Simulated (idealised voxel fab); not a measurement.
process module | voxel spacer lines
cross-section cut | 175 nm wide | cells 5 nm
A cross-section is a grid of square cells, given in bands from the top down. A band is one or more rows of cells.
Each band's line starts with the height of the band's top and of its bottom, in nm. Then come its materials from left to right, each with its width in nm. One material with "throughout" fills the band from edge to edge. "air" is empty space.
Height 0 is the level under which the wafer as received is all one material. The lowest band goes on downwards, as in "0 down".
A width such as "30 to 40" changes by the same amount from each row of cells to the next, from the band's top row to its bottom row.
"no change" after a step means that no cell of the cross-section changed.
closed voids: empty space of 8 cells or more with no open way to the top, each as width x height at its distance from the left edge, in nm
after a step's settings: what the simulator itself notes on the step
overlay nm, on a step with a mask: how far to the right of its planned place the mask lay; to the left if negative
plan
1 op RECEIVE | material Si
2 op CONFORMAL_DEP | material Al2O3 | thk nm 10
3 op DIRECTIONAL_DEP | material TiN | thk nm 15
4 op DIRECTIONAL_DEP | material polySi | thk nm 25
5 op PATTERN | tone cover | mask id MANDREL | material resist | width nm 15 | pitch nm 70 | thk nm 30 | overlay nm 0
6 op DIRECTIONAL_ETCH | etch materials polySi | depth nm 25
7 op STRIP | etch materials resist
8 op CONFORMAL_DEP | material SiN | thk nm 10
9 op DIRECTIONAL_ETCH | etch materials SiN | depth nm 10
10 op STRIP | etch materials polySi
11 op DIRECTIONAL_ETCH | etch materials TiN | depth nm 15
12 op STRIP | etch materials SiN
varied across the wafers: width nm of step 5. The plan shows the first wafer's value. All wafers start alike
first wafer as received, after step 1
  0 down: Si throughout
  closed voids: none
first wafer at the end, after step 12
  25 to 10: air 35 | TiN 10 | air 15 | TiN 10 | air 35 | TiN 10 | air 15 | TiN 10 | air 35
  10 to 0: Al2O3 throughout
  0 down: Si throughout
  closed voids: none
last wafer at the end
  25 to 10: air 25 | TiN 10 | air 40 | TiN 10 | air 10 | TiN 10 | air 40 | TiN 10 | air 20
  10 to 0: Al2O3 throughout
  0 down: Si throughout
  closed voids: none
each wafer at the end: cells of each material gained (+) or lost (-) since it was received, then its closed voids
width nm 15 | +70 Al2O3 | +24 TiN | closed voids: none
width nm 20 | +70 Al2O3 | +24 TiN | closed voids: none
width nm 25 | +70 Al2O3 | +24 TiN | closed voids: none
width nm 30 | +70 Al2O3 | +24 TiN | closed voids: none
width nm 35 | +70 Al2O3 | +24 TiN | closed voids: none
width nm 40 | +70 Al2O3 | +24 TiN | closed voids: none
